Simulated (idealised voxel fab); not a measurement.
process module | voxel tone inversion
cross-section cut | 195 nm wide | cells 5 nm
A cross-section is a grid of square cells, given in bands from the top down. A band is one or more rows of cells.
Each band's line starts with the height of the band's top and of its bottom, in nm. Then come its materials from left to right, each with its width in nm. One material with "throughout" fills the band from edge to edge. "air" is empty space.
Height 0 is the level under which the wafer as received is all one material. The lowest band goes on downwards, as in "0 down".
A width such as "30 to 40" changes by the same amount from each row of cells to the next, from the band's top row to its bottom row.
"no change" after a step means that no cell of the cross-section changed.
closed voids: empty space of 8 cells or more with no open way to the top, each as width x height at its distance from the left edge, in nm
after a step's settings: what the simulator itself notes on the step
overlay nm, on a step with a mask: how far to the right of its planned place the mask lay; to the left if negative
Each pair below shows a cross-section before one step and the cross-section after it, down to the lowest band that changed. The line under each pair gives the step between them, with its settings. The pairs can come from different runs of this module on the same starting wafer, so a pair continues from the pair above only where its "before" says so.
before
  0 down: Si throughout
  closed voids: none
after
  10 to 0: SiCN throughout
  below 0: unchanged
  closed voids: none
the step between: op CONFORMAL_DEP | material SiCN | thk nm 10
before: the cross-section after the pair above
after
  25 to 10: polySi throughout
  below 10: unchanged
  closed voids: none
the step between: op DIRECTIONAL_DEP | material polySi | thk nm 15
before: the cross-section after the pair above
after
  50 to 25: air 35 | resist 20 | air 15 | resist 20 | air 15 | resist 20 | air 15 | resist 20 | air 35
  below 25: unchanged
  closed voids: none
the step between: op PATTERN | tone cover | mask id POSTS | material resist | width nm 20 | pitch nm 35 | thk nm 25 | overlay nm 0
before: the cross-section after the pair above
after
  50 to 25: air 35 | resist 20 | air 15 | resist 20 | air 15 | resist 20 | air 15 | resist 20 | air 35
  25 to 10: air 35 | polySi 20 | air 15 | polySi 20 | air 15 | polySi 20 | air 15 | polySi 20 | air 35
  below 10: unchanged
  closed voids: none
the step between: op DIRECTIONAL_ETCH | etch materials polySi | depth nm 15
before: the cross-section after the pair above
after
  25 to 10: air 35 | polySi 20 | air 15 | polySi 20 | air 15 | polySi 20 | air 15 | polySi 20 | air 35
  below 10: unchanged
  closed voids: none
the step between: op STRIP | etch materials resist
before: the cross-section after the pair above
after
  30 to 25: SiO2 throughout
  25 to 10: SiO2 35 | polySi 20 | SiO2 15 | polySi 20 | SiO2 15 | polySi 20 | SiO2 15 | polySi 20 | SiO2 35
  below 10: unchanged
  closed voids: none
the step between: op FILL_DEP | material SiO2 | thk nm 5
before: the cross-section after the pair above
after
  25 to 10: SiO2 35 | polySi 20 | SiO2 15 | polySi 20 | SiO2 15 | polySi 20 | SiO2 15 | polySi 20 | SiO2 35
  below 10: unchanged
  closed voids: none
the step between: op CMP | height nm 25
before: the cross-section after the pair above
after
  25 to 10: SiO2 35 | air 20 | SiO2 15 | air 20 | SiO2 15 | air 20 | SiO2 15 | air 20 | SiO2 35
  below 10: unchanged
  closed voids: none
the step between: op STRIP | etch materials polySi
before: the cross-section after the pair above
after
  30 to 25: TiN 40 | air 10 | TiN 25 | air 10 | TiN 25 | air 10 | TiN 25 | air 10 | TiN 40
  25 to 15: SiO2 35 | TiN 5 | air 10 | TiN 5 | SiO2 15 | TiN 5 | air 10 | TiN 5 | SiO2 15 | TiN 5 | air 10 | TiN 5 | SiO2 15 | TiN 5 | air 10 | TiN 5 | SiO2 35
  15 to 10: SiO2 35 | TiN 20 | SiO2 15 | TiN 20 | SiO2 15 | TiN 20 | SiO2 15 | TiN 20 | SiO2 35
  below 10: unchanged
  closed voids: none
the step between: op CONFORMAL_DEP | material TiN | thk nm 5
before: the cross-section after the pair above
after
  35 to 30: Cu throughout
  30 to 25: TiN 40 | Cu 10 | TiN 25 | Cu 10 | TiN 25 | Cu 10 | TiN 25 | Cu 10 | TiN 40
  25 to 15: SiO2 35 | TiN 5 | Cu 10 | TiN 5 | SiO2 15 | TiN 5 | Cu 10 | TiN 5 | SiO2 15 | TiN 5 | Cu 10 | TiN 5 | SiO2 15 | TiN 5 | Cu 10 | TiN 5 | SiO2 35
  below 15: unchanged
  closed voids: none
the step between: op FILL_DEP | material Cu | thk nm 5
before: the cross-section after the pair above
after
  25 to 15: SiO2 35 | TiN 5 | Cu 10 | TiN 5 | SiO2 15 | TiN 5 | Cu 10 | TiN 5 | SiO2 15 | TiN 5 | Cu 10 | TiN 5 | SiO2 15 | TiN 5 | Cu 10 | TiN 5 | SiO2 35
  below 15: unchanged
  closed voids: none
the step between: op CMP | height nm 25
before: the cross-section after the pair above
after
  30 to 25: SiCN throughout
  below 25: unchanged
  closed voids: none
the step between: op CONFORMAL_DEP | material SiCN | thk nm 5
before
  0 down: Si throughout
  closed voids: none
after
  15 to 0: polySi throughout
  below 0: unchanged
  closed voids: none
the step between: op DIRECTIONAL_DEP | material polySi | thk nm 15
before: the cross-section after the pair above
after
  25 to 15: SiCN throughout
  below 15: unchanged
  closed voids: none
the step between: op CONFORMAL_DEP | material SiCN | thk nm 10
before: the cross-section after the pair above
after
  50 to 25: air 35 | resist 20 | air 15 | resist 20 | air 15 | resist 20 | air 15 | resist 20 | air 35
  below 25: unchanged
  closed voids: none
the step between: op PATTERN | tone cover | mask id POSTS | material resist | width nm 20 | pitch nm 35 | thk nm 25 | overlay nm 0
before: the cross-section after the pair above
after
  25 to 15: SiCN throughout
  below 15: unchanged
  closed voids: none
the step between: op STRIP | etch materials resist
before: the cross-section after the pair above
after
  30 to 25: SiO2 throughout
  below 25: unchanged
  closed voids: none
the step between: op FILL_DEP | material SiO2 | thk nm 5
before: the cross-section after the pair above
after
  25 to 15: SiCN throughout
  below 15: unchanged
  closed voids: none
the step between: op CMP | height nm 25
before: the cross-section after the pair above
after
  30 to 25: TiN throughout
  below 25: unchanged
  closed voids: none
the step between: op CONFORMAL_DEP | material TiN | thk nm 5
before: the cross-section after the pair above
after
  35 to 30: Cu throughout
  below 30: unchanged
  closed voids: none
the step between: op FILL_DEP | material Cu | thk nm 5
before: the cross-section after the pair above
after
  25 to 15: SiCN throughout
  below 15: unchanged
  closed voids: none
the step between: op CMP | height nm 25
before: the cross-section after the pair above
after
  30 to 15: SiCN throughout
  below 15: unchanged
  closed voids: none
the step between: op CONFORMAL_DEP | material SiCN | thk nm 5
before
  0 down: Si throughout
  closed voids: none
after
  15 to 0: SiCN throughout
  below 0: unchanged
  closed voids: none
the step between: op CONFORMAL_DEP | material SiCN | thk nm 15
before: the cross-section after the pair above
after
  30 to 15: polySi throughout
  below 15: unchanged
  closed voids: none
the step between: op DIRECTIONAL_DEP | material polySi | thk nm 15
before: the cross-section after the pair above
after
  55 to 30: air 35 | resist 20 | air 15 | resist 20 | air 15 | resist 20 | air 15 | resist 20 | air 35
  below 30: unchanged
  closed voids: none
the step between: op PATTERN | tone cover | mask id POSTS | material resist | width nm 20 | pitch nm 35 | thk nm 25 | overlay nm 0
before: the cross-section after the pair above
after
  55 to 30: air 35 | resist 20 | air 15 | resist 20 | air 15 | resist 20 | air 15 | resist 20 | air 35
  30 to 15: air 35 | polySi 20 | air 15 | polySi 20 | air 15 | polySi 20 | air 15 | polySi 20 | air 35
  below 15: unchanged
  closed voids: none
the step between: op DIRECTIONAL_ETCH | etch materials polySi | depth nm 15
before: the cross-section after the pair above
after
  30 to 15: air 35 | polySi 20 | air 15 | polySi 20 | air 15 | polySi 20 | air 15 | polySi 20 | air 35
  below 15: unchanged
  closed voids: none
the step between: op STRIP | etch materials resist
before: the cross-section after the pair above
after
  35 to 30: SiO2 throughout
  30 to 15: SiO2 35 | polySi 20 | SiO2 15 | polySi 20 | SiO2 15 | polySi 20 | SiO2 15 | polySi 20 | SiO2 35
  below 15: unchanged
  closed voids: none
the step between: op FILL_DEP | material SiO2 | thk nm 5
before: the cross-section after the pair above
after
  25 to 15: SiO2 35 | polySi 20 | SiO2 15 | polySi 20 | SiO2 15 | polySi 20 | SiO2 15 | polySi 20 | SiO2 35
  below 15: unchanged
  closed voids: none
the step between: op CMP | height nm 25
before: the cross-section after the pair above
after
  25 to 15: SiO2 35 | air 20 | SiO2 15 | air 20 | SiO2 15 | air 20 | SiO2 15 | air 20 | SiO2 35
  below 15: unchanged
  closed voids: none
the step between: op STRIP | etch materials polySi
before: the cross-section after the pair above
after
  30 to 25: TiN 40 | air 10 | TiN 25 | air 10 | TiN 25 | air 10 | TiN 25 | air 10 | TiN 40
  25 to 20: SiO2 35 | TiN 5 | air 10 | TiN 5 | SiO2 15 | TiN 5 | air 10 | TiN 5 | SiO2 15 | TiN 5 | air 10 | TiN 5 | SiO2 15 | TiN 5 | air 10 | TiN 5 | SiO2 35
  20 to 15: SiO2 35 | TiN 20 | SiO2 15 | TiN 20 | SiO2 15 | TiN 20 | SiO2 15 | TiN 20 | SiO2 35
  below 15: unchanged
  closed voids: none
the step between: op CONFORMAL_DEP | material TiN | thk nm 5
before: the cross-section after the pair above
after
  35 to 30: Cu throughout
  30 to 25: TiN 40 | Cu 10 | TiN 25 | Cu 10 | TiN 25 | Cu 10 | TiN 25 | Cu 10 | TiN 40
  25 to 20: SiO2 35 | TiN 5 | Cu 10 | TiN 5 | SiO2 15 | TiN 5 | Cu 10 | TiN 5 | SiO2 15 | TiN 5 | Cu 10 | TiN 5 | SiO2 15 | TiN 5 | Cu 10 | TiN 5 | SiO2 35
  below 20: unchanged
  closed voids: none
the step between: op FILL_DEP | material Cu | thk nm 5
before: the cross-section after the pair above
after
  25 to 20: SiO2 35 | TiN 5 | Cu 10 | TiN 5 | SiO2 15 | TiN 5 | Cu 10 | TiN 5 | SiO2 15 | TiN 5 | Cu 10 | TiN 5 | SiO2 15 | TiN 5 | Cu 10 | TiN 5 | SiO2 35
  below 20: unchanged
  closed voids: none
the step between: op CMP | height nm 25
before: the cross-section after the pair above
after
  30 to 25: SiCN throughout
  below 25: unchanged
  closed voids: none
the step between: op CONFORMAL_DEP | material SiCN | thk nm 5
before
  25 to 10: polySi throughout
  10 to 0: SiCN throughout
  0 down: Si throughout
  closed voids: none
after
  50 to 25: air 40 | resist 15 | air 20 | resist 15 | air 20 | resist 15 | air 20 | resist 15 | air 35
  below 25: unchanged
  closed voids: none
the step between: op PATTERN | tone cover | mask id POSTS | material resist | width nm 15 | pitch nm 35 | thk nm 25 | overlay nm 0
before: the cross-section after the pair above
after
  50 to 25: air 40 | resist 15 | air 20 | resist 15 | air 20 | resist 15 | air 20 | resist 15 | air 35
  25 to 10: air 40 | polySi 15 | air 20 | polySi 15 | air 20 | polySi 15 | air 20 | polySi 15 | air 35
  below 10: unchanged
  closed voids: none
the step between: op DIRECTIONAL_ETCH | etch materials polySi | depth nm 15
before: the cross-section after the pair above
after
  25 to 10: air 40 | polySi 15 | air 20 | polySi 15 | air 20 | polySi 15 | air 20 | polySi 15 | air 35
  below 10: unchanged
  closed voids: none
the step between: op STRIP | etch materials resist
before: the cross-section after the pair above
after
  30 to 25: SiO2 throughout
  25 to 10: SiO2 40 | polySi 15 | SiO2 20 | polySi 15 | SiO2 20 | polySi 15 | SiO2 20 | polySi 15 | SiO2 35
  below 10: unchanged
  closed voids: none
the step between: op FILL_DEP | material SiO2 | thk nm 5
before: the cross-section after the pair above
after
  25 to 10: SiO2 40 | polySi 15 | SiO2 20 | polySi 15 | SiO2 20 | polySi 15 | SiO2 20 | polySi 15 | SiO2 35
  below 10: unchanged
  closed voids: none
the step between: op CMP | height nm 25
before: the cross-section after the pair above
after
  25 to 10: SiO2 40 | air 15 | SiO2 20 | air 15 | SiO2 20 | air 15 | SiO2 20 | air 15 | SiO2 35
  below 10: unchanged
  closed voids: none
the step between: op STRIP | etch materials polySi
before: the cross-section after the pair above
after
  30 to 25: TiN 45 | air 5 | TiN 30 | air 5 | TiN 30 | air 5 | TiN 30 | air 5 | TiN 40
  25 to 15: SiO2 40 | TiN 5 | air 5 | TiN 5 | SiO2 20 | TiN 5 | air 5 | TiN 5 | SiO2 20 | TiN 5 | air 5 | TiN 5 | SiO2 20 | TiN 5 | air 5 | TiN 5 | SiO2 35
  15 to 10: SiO2 40 | TiN 15 | SiO2 20 | TiN 15 | SiO2 20 | TiN 15 | SiO2 20 | TiN 15 | SiO2 35
  below 10: unchanged
  closed voids: none
the step between: op CONFORMAL_DEP | material TiN | thk nm 5
before: the cross-section after the pair above
after
  35 to 30: Cu throughout
  30 to 25: TiN 45 | Cu 5 | TiN 30 | Cu 5 | TiN 30 | Cu 5 | TiN 30 | Cu 5 | TiN 40
  25 to 15: SiO2 40 | TiN 5 | Cu 5 | TiN 5 | SiO2 20 | TiN 5 | Cu 5 | TiN 5 | SiO2 20 | TiN 5 | Cu 5 | TiN 5 | SiO2 20 | TiN 5 | Cu 5 | TiN 5 | SiO2 35
  below 15: unchanged
  closed voids: none
the step between: op FILL_DEP | material Cu | thk nm 5
before: the cross-section after the pair above
after
  25 to 15: SiO2 40 | TiN 5 | Cu 5 | TiN 5 | SiO2 20 | TiN 5 | Cu 5 | TiN 5 | SiO2 20 | TiN 5 | Cu 5 | TiN 5 | SiO2 20 | TiN 5 | Cu 5 | TiN 5 | SiO2 35
  below 15: unchanged
  closed voids: none
the step between: op CMP | height nm 25
before: the cross-section after the pair above
after
  30 to 25: SiCN throughout
  below 25: unchanged
  closed voids: none
the step between: op CONFORMAL_DEP | material SiCN | thk nm 5
before
  25 to 10: polySi throughout
  10 to 0: SiCN throughout
  0 down: Si throughout
  closed voids: none
after
  50 to 25: air 25 | resist 20 | air 15 | resist 20 | air 15 | resist 20 | air 15 | resist 20 | air 45
  below 25: unchanged
  closed voids: none
the step between: op PATTERN | tone cover | mask id POSTS | material resist | width nm 20 | pitch nm 35 | thk nm 25 | overlay nm -10
before: the cross-section after the pair above
after
  50 to 25: air 25 | resist 20 | air 15 | resist 20 | air 15 | resist 20 | air 15 | resist 20 | air 45
  25 to 10: air 25 | polySi 20 | air 15 | polySi 20 | air 15 | polySi 20 | air 15 | polySi 20 | air 45
  below 10: unchanged
  closed voids: none
the step between: op DIRECTIONAL_ETCH | etch materials polySi | depth nm 15
before: the cross-section after the pair above
after
  25 to 10: air 25 | polySi 20 | air 15 | polySi 20 | air 15 | polySi 20 | air 15 | polySi 20 | air 45
  below 10: unchanged
  closed voids: none
the step between: op STRIP | etch materials resist
before: the cross-section after the pair above
after
  30 to 25: SiO2 throughout
  25 to 10: SiO2 25 | polySi 20 | SiO2 15 | polySi 20 | SiO2 15 | polySi 20 | SiO2 15 | polySi 20 | SiO2 45
  below 10: unchanged
  closed voids: none
the step between: op FILL_DEP | material SiO2 | thk nm 5
before: the cross-section after the pair above
after
  25 to 10: SiO2 25 | polySi 20 | SiO2 15 | polySi 20 | SiO2 15 | polySi 20 | SiO2 15 | polySi 20 | SiO2 45
  below 10: unchanged
  closed voids: none
the step between: op CMP | height nm 25
before: the cross-section after the pair above
after
  25 to 10: SiO2 25 | air 20 | SiO2 15 | air 20 | SiO2 15 | air 20 | SiO2 15 | air 20 | SiO2 45
  below 10: unchanged
  closed voids: none
the step between: op STRIP | etch materials polySi
before: the cross-section after the pair above
after
  30 to 25: TiN 30 | air 10 | TiN 25 | air 10 | TiN 25 | air 10 | TiN 25 | air 10 | TiN 50
  25 to 15: SiO2 25 | TiN 5 | air 10 | TiN 5 | SiO2 15 | TiN 5 | air 10 | TiN 5 | SiO2 15 | TiN 5 | air 10 | TiN 5 | SiO2 15 | TiN 5 | air 10 | TiN 5 | SiO2 45
  15 to 10: SiO2 25 | TiN 20 | SiO2 15 | TiN 20 | SiO2 15 | TiN 20 | SiO2 15 | TiN 20 | SiO2 45
  below 10: unchanged
  closed voids: none
the step between: op CONFORMAL_DEP | material TiN | thk nm 5
before: the cross-section after the pair above
after
  35 to 30: Cu throughout
  30 to 25: TiN 30 | Cu 10 | TiN 25 | Cu 10 | TiN 25 | Cu 10 | TiN 25 | Cu 10 | TiN 50
  25 to 15: SiO2 25 | TiN 5 | Cu 10 | TiN 5 | SiO2 15 | TiN 5 | Cu 10 | TiN 5 | SiO2 15 | TiN 5 | Cu 10 | TiN 5 | SiO2 15 | TiN 5 | Cu 10 | TiN 5 | SiO2 45
  below 15: unchanged
  closed voids: none
the step between: op FILL_DEP | material Cu | thk nm 5
before: the cross-section after the pair above
after
  25 to 15: SiO2 25 | TiN 5 | Cu 10 | TiN 5 | SiO2 15 | TiN 5 | Cu 10 | TiN 5 | SiO2 15 | TiN 5 | Cu 10 | TiN 5 | SiO2 15 | TiN 5 | Cu 10 | TiN 5 | SiO2 45
  below 15: unchanged
  closed voids: none
the step between: op CMP | height nm 25
before: the cross-section after the pair above
after
  30 to 25: SiCN throughout
  below 25: unchanged
  closed voids: none
the step between: op CONFORMAL_DEP | material SiCN | thk nm 5
before
  25 to 15: SiO2 35 | TiN 5 | Cu 10 | TiN 5 | SiO2 15 | TiN 5 | Cu 10 | TiN 5 | SiO2 15 | TiN 5 | Cu 10 | TiN 5 | SiO2 15 | TiN 5 | Cu 10 | TiN 5 | SiO2 35
  15 to 10: SiO2 35 | TiN 20 | SiO2 15 | TiN 20 | SiO2 15 | TiN 20 | SiO2 15 | TiN 20 | SiO2 35
  10 to 0: SiCN throughout
  0 down: Si throughout
  closed voids: none
after
  30 to 25: SiO2 throughout
  below 25: unchanged
  closed voids: none
the step between: op CONFORMAL_DEP | material SiO2 | thk nm 5
before
  25 to 10: polySi throughout
  10 to 0: SiCN throughout
  0 down: Si throughout
  closed voids: none
after
  50 to 25: resist 35 | air 20 | resist 15 | air 20 | resist 15 | air 20 | resist 15 | air 20 | resist 35
  below 25: unchanged
  closed voids: none
the step between: op PATTERN | tone open | mask id POSTS | material resist | width nm 20 | pitch nm 35 | thk nm 25 | overlay nm 0
before: the cross-section after the pair above
after
  50 to 25: resist 35 | air 20 | resist 15 | air 20 | resist 15 | air 20 | resist 15 | air 20 | resist 35
  25 to 10: polySi 35 | air 20 | polySi 15 | air 20 | polySi 15 | air 20 | polySi 15 | air 20 | polySi 35
  below 10: unchanged
  closed voids: none
the step between: op DIRECTIONAL_ETCH | etch materials polySi | depth nm 15
before: the cross-section after the pair above
after
  25 to 10: polySi 35 | air 20 | polySi 15 | air 20 | polySi 15 | air 20 | polySi 15 | air 20 | polySi 35
  below 10: unchanged
  closed voids: none
the step between: op STRIP | etch materials resist
before: the cross-section after the pair above
after
  30 to 25: SiO2 throughout
  25 to 10: polySi 35 | SiO2 20 | polySi 15 | SiO2 20 | polySi 15 | SiO2 20 | polySi 15 | SiO2 20 | polySi 35
  below 10: unchanged
  closed voids: none
the step between: op FILL_DEP | material SiO2 | thk nm 5
before: the cross-section after the pair above
after
  25 to 10: polySi 35 | SiO2 20 | polySi 15 | SiO2 20 | polySi 15 | SiO2 20 | polySi 15 | SiO2 20 | polySi 35
  below 10: unchanged
  closed voids: none
the step between: op CMP | height nm 25
before: the cross-section after the pair above
after
  25 to 10: air 35 | SiO2 20 | air 15 | SiO2 20 | air 15 | SiO2 20 | air 15 | SiO2 20 | air 35
  below 10: unchanged
  closed voids: none
the step between: op STRIP | etch materials polySi
before: the cross-section after the pair above
after
  30 to 25: air 30 | TiN 30 | air 5 | TiN 30 | air 5 | TiN 30 | air 5 | TiN 30 | air 30
  25 to 15: air 30 | TiN 5 | SiO2 20 | TiN 5 | air 5 | TiN 5 | SiO2 20 | TiN 5 | air 5 | TiN 5 | SiO2 20 | TiN 5 | air 5 | TiN 5 | SiO2 20 | TiN 5 | air 30
  15 to 10: TiN 35 | SiO2 20 | TiN 15 | SiO2 20 | TiN 15 | SiO2 20 | TiN 15 | SiO2 20 | TiN 35
  below 10: unchanged
  closed voids: none
the step between: op CONFORMAL_DEP | material TiN | thk nm 5
before: the cross-section after the pair above
after
  35 to 30: Cu throughout
  30 to 25: Cu 30 | TiN 30 | Cu 5 | TiN 30 | Cu 5 | TiN 30 | Cu 5 | TiN 30 | Cu 30
  25 to 15: Cu 30 | TiN 5 | SiO2 20 | TiN 5 | Cu 5 | TiN 5 | SiO2 20 | TiN 5 | Cu 5 | TiN 5 | SiO2 20 | TiN 5 | Cu 5 | TiN 5 | SiO2 20 | TiN 5 | Cu 30
  below 15: unchanged
  closed voids: none
the step between: op FILL_DEP | material Cu | thk nm 5
before: the cross-section after the pair above
after
  25 to 15: Cu 30 | TiN 5 | SiO2 20 | TiN 5 | Cu 5 | TiN 5 | SiO2 20 | TiN 5 | Cu 5 | TiN 5 | SiO2 20 | TiN 5 | Cu 5 | TiN 5 | SiO2 20 | TiN 5 | Cu 30
  below 15: unchanged
  closed voids: none
the step between: op CMP | height nm 25
before: the cross-section after the pair above
after
  30 to 25: SiCN throughout
  below 25: unchanged
  closed voids: none
the step between: op CONFORMAL_DEP | material SiCN | thk nm 5
